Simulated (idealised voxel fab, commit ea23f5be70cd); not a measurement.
Process module, titled voxel transistor to metal
Each square cell in cross-section cut measures 5 nm, and the section as a whole is 210 nm wide.
A cross-section is written here as square cells arranged in a grid, and it is given in bands from the top down, each band taking up one or more rows of cells.
Look at the band entry: it leads with the top's height and the bottom's height in nm. Then it lists the materials left to right, with a width in nm for each. The word "full width" on a single material says that material fills the band edge to edge. The word "empty" is empty space.
Height 0 is the level under which the wafer as received is all one material. The lowest band goes on downwards, as in "0 and below".
The expression "30->40" gives the width at the extremes of the band, the first number at its top row of cells and the second at its bottom row, with the width changing by equal amounts from each row to the next in between.
Take "nothing got changed" at face value: in the step it is given for, the cross-section changed in none of its cells.
Reported under the label "Closed void roster" are the empty spaces having no open way to the top and comprising 8 cells or more; the notation for each is width x height at distance, in which the distance is measured from the left edge and all three values are in nm.
Formally, on a step line, whatever follows the settings is a remark that the simulator itself makes on the step.
overlay nm: how far to the right of its planned place the mask lay on this masked step (negative: to the left).

### Process steps foreseen in the plan
1. RECEIVE, material Si
2. OXIDIZE, depth nm 5
3. CONFORMAL_DEP, material SiN, thk nm 15
4. PATTERN, tone cover, mask id ACTIVE, material resist, width nm 115, thk nm 15, overlay nm 0
5. DIRECTIONAL_ETCH, etch materials SiN, depth nm 15
6. DIRECTIONAL_ETCH, etch materials SiO2, depth nm 5
7. DIRECTIONAL_ETCH, etch materials Si, depth nm 30
8. STRIP, etch materials resist
9. OXIDIZE, depth nm 5
10. FILL_DEP, material SiO2, thk nm 10
11. CMP, height nm 15
12. SELECTIVE_ETCH, etch materials SiO2, depth nm 10
13. STRIP, etch materials SiN
14. SELECTIVE_ETCH, etch materials SiO2, depth nm 5
15. OXIDIZE, depth nm 5
16. DIRECTIONAL_DEP, material polySi, thk nm 20
17. DIRECTIONAL_DEP, material SiCN, thk nm 15
18. DIRECTIONAL_DEP, material aC, thk nm 10
19. PATTERN, tone cover, mask id GATE, material resist, width nm 25, thk nm 25, overlay nm 0
20. DIRECTIONAL_ETCH, etch materials aC, depth nm 10
21. STRIP, etch materials resist
22. DIRECTIONAL_ETCH, etch materials SiCN, depth nm 25
23. DIRECTIONAL_ETCH, etch materials polySi, depth nm 30
24. STRIP, etch materials aC
25. CONFORMAL_DEP, material SiO2, thk nm 5
26. DIRECTIONAL_ETCH, etch materials SiO2, depth nm 5
27. CONFORMAL_DEP, material SiN, thk nm 5
28. DIRECTIONAL_ETCH, etch materials SiN, depth nm 5
29. DIRECTIONAL_ETCH, etch materials SiO2, depth nm 5
30. DIRECTIONAL_ETCH, etch materials Si, depth nm 5
31. EPI, material SiGe, thk nm 10
32. FILL_DEP, material SiO2, thk nm 5
33. CMP, height nm 30
34. DIRECTIONAL_DEP, material SiO2, thk nm 10
35. DIRECTIONAL_DEP, material aC, thk nm 10
36. PATTERN, tone open, mask id CONTACT, material resist, width nm 35, pitch nm 70, thk nm 30, overlay nm 0
37. DIRECTIONAL_ETCH, etch materials aC, depth nm 10
38. STRIP, etch materials resist
39. DIRECTIONAL_ETCH, etch materials SiO2, depth nm 45
40. STRIP, etch materials aC
41. CONFORMAL_DEP, material TiN, thk nm 5
42. FILL_DEP, material Ru, thk nm 5
43. CMP, height nm 40
44. DIRECTIONAL_DEP, material TiN, thk nm 5
45. DIRECTIONAL_DEP, material W, thk nm 15
46. MASKED_ETCH, tone cover, mask id METAL_1, width nm 20, pitch nm 85, etch materials W, depth nm 15, overlay nm 0
47. MASKED_ETCH, tone cover, mask id METAL_1, width nm 20, pitch nm 85, etch materials TiN, depth nm 5, overlay nm 0
48. CONFORMAL_DEP, material SiN, thk nm 5
49. FILL_DEP, material SiO2, thk nm 10
50. CMP, height nm 60
51. CONFORMAL_DEP, material SiCN, thk nm 5
52. DIRECTIONAL_DEP, material SiO2, thk nm 25
53. PATTERN, tone open, mask id METAL_2, material resist, width nm 20, pitch nm 85, thk nm 20, overlay nm 0
54. DIRECTIONAL_ETCH, etch materials SiO2, depth nm 15
55. STRIP, etch materials resist
56. PATTERN, tone open, mask id METAL_2_HOLES, material resist, width nm 15, pitch nm 85, thk nm 20, overlay nm 0
57. DIRECTIONAL_ETCH, etch materials SiO2, depth nm 10
58. DIRECTIONAL_ETCH, etch materials SiCN, depth nm 5
59. STRIP, etch materials resist
60. CONFORMAL_DEP, material TiN, thk nm 5
61. FILL_DEP, material Cu, thk nm 5
62. CMP, height nm 90
63. CONFORMAL_DEP, material SiN, thk nm 5

### Wafer cross-section on receipt, i.e. after step 1
  0 and below | Si full width
  Closed void roster: none

### First wafer of two, sectioned at end of module; run went per plan
  95 down to 90 | SiN full width
  90 down to 80 | 50 nm SiO2  5 nm TiN  10 nm Cu  5 nm TiN  65 nm SiO2  5 nm TiN  10 nm Cu  5 nm TiN  55 nm SiO2
  80 down to 75 | 50 nm SiO2  5 nm TiN  5 nm Cu  10 nm TiN  65 nm SiO2  5 nm TiN  5 nm Cu  10 nm TiN  55 nm SiO2
  75 down to 65 | 50 nm SiO2  5 nm TiN  5 nm Cu  5 nm TiN  70 nm SiO2  5 nm TiN  5 nm Cu  5 nm TiN  60 nm SiO2
  65 down to 60 | 50 nm SiCN  15 nm TiN  70 nm SiCN  15 nm TiN  60 nm SiCN
  60 down to 45 | 45 nm SiO2  5 nm SiN  20 nm W  5 nm SiN  55 nm SiO2  5 nm SiN  20 nm W  5 nm SiN  50 nm SiO2
  45 down to 40 | 50 nm SiN  20 nm TiN  65 nm SiN  20 nm TiN  55 nm SiN
  40 down to 30 | 50 nm SiO2  5 nm TiN  25->20 nm Ru  5->10 nm TiN  35 nm SiO2  5->10 nm TiN  25->20 nm Ru  5 nm TiN  55 nm SiO2
  30 down to 15 | 50 nm SiO2  5 nm TiN  20 nm Ru  5 nm TiN  5 nm SiN  5 nm SiO2  25 nm SiCN  5 nm SiO2  5 nm SiN  5 nm TiN  20 nm Ru  5 nm TiN  55 nm SiO2
  15 down to 5 | 50 nm SiO2  5 nm TiN  20 nm Ru  5 nm TiN  5 nm SiN  5 nm SiO2  25 nm polySi  5 nm SiO2  5 nm SiN  5 nm TiN  20 nm Ru  5 nm TiN  55 nm SiO2
  5 down to 0 | 50 nm SiO2  5 nm TiN  10 nm Ru  15 nm TiN  5 nm SiN  5 nm SiO2  25 nm polySi  5 nm SiO2  5 nm SiN  15 nm TiN  10 nm Ru  5 nm TiN  55 nm SiO2
  0 down to -5 | 45 nm SiO2  5 nm SiN  20 nm TiN  10 nm SiGe  5 nm SiN  5 nm SiO2  25 nm polySi  5 nm SiO2  5 nm SiN  10 nm SiGe  20 nm TiN  5 nm SiN  50 nm SiO2
  -5 down to -10 | 50 nm SiO2  30 nm SiGe  45 nm SiO2  30 nm SiGe  55 nm SiO2
  -10 down to -15 | 50 nm SiO2  30 nm SiGe  45 nm Si  30 nm SiGe  55 nm SiO2
  -15 down to -40 | 50 nm SiO2  105 nm Si  55 nm SiO2
  -40 and below | Si full width
  Closed void roster: none

### Second of two wafers, module complete, sectioned: it shares the first wafer's start and plan but was run with one mistake
  95 down to 90 | SiN full width
  90 down to 80 | 55 nm SiO2  10 nm Cu  75 nm SiO2  10 nm Cu  60 nm SiO2
  80 down to 65 | 55 nm SiO2  5 nm Cu  80 nm SiO2  5 nm Cu  65 nm SiO2
  65 down to 60 | 50 nm SiCN  15 nm SiO2  70 nm SiCN  15 nm SiO2  60 nm SiCN
  60 down to 45 | 45 nm SiO2  5 nm SiN  20 nm W  5 nm SiN  55 nm SiO2  5 nm SiN  20 nm W  5 nm SiN  50 nm SiO2
  45 down to 40 | 50 nm SiN  20 nm TiN  65 nm SiN  20 nm TiN  55 nm SiN
  40 down to 30 | 50 nm SiO2  5 nm TiN  25->20 nm Ru  5->10 nm TiN  35 nm SiO2  5->10 nm TiN  25->20 nm Ru  5 nm TiN  55 nm SiO2
  30 down to 15 | 50 nm SiO2  5 nm TiN  20 nm Ru  5 nm TiN  5 nm SiN  5 nm SiO2  25 nm SiCN  5 nm SiO2  5 nm SiN  5 nm TiN  20 nm Ru  5 nm TiN  55 nm SiO2
  15 down to 5 | 50 nm SiO2  5 nm TiN  20 nm Ru  5 nm TiN  5 nm SiN  5 nm SiO2  25 nm polySi  5 nm SiO2  5 nm SiN  5 nm TiN  20 nm Ru  5 nm TiN  55 nm SiO2
  5 down to 0 | 50 nm SiO2  5 nm TiN  10 nm Ru  15 nm TiN  5 nm SiN  5 nm SiO2  25 nm polySi  5 nm SiO2  5 nm SiN  15 nm TiN  10 nm Ru  5 nm TiN  55 nm SiO2
  0 down to -5 | 45 nm SiO2  5 nm SiN  20 nm TiN  10 nm SiGe  5 nm SiN  5 nm SiO2  25 nm polySi  5 nm SiO2  5 nm SiN  10 nm SiGe  20 nm TiN  5 nm SiN  50 nm SiO2
  -5 down to -10 | 50 nm SiO2  30 nm SiGe  45 nm SiO2  30 nm SiGe  55 nm SiO2
  -10 down to -15 | 50 nm SiO2  30 nm SiGe  45 nm Si  30 nm SiGe  55 nm SiO2
  -15 down to -40 | 50 nm SiO2  105 nm Si  55 nm SiO2
  -40 and below | Si full width
  Closed void roster: none
Finding, execution versus plan: step 60: run off-plan, actual operation and settings CONFORMAL_DEP, material SiO2, thk nm 5
Final tally in cells, some materials are higher or lower on the second wafer than on the first: +28 SiO2; -28 TiN
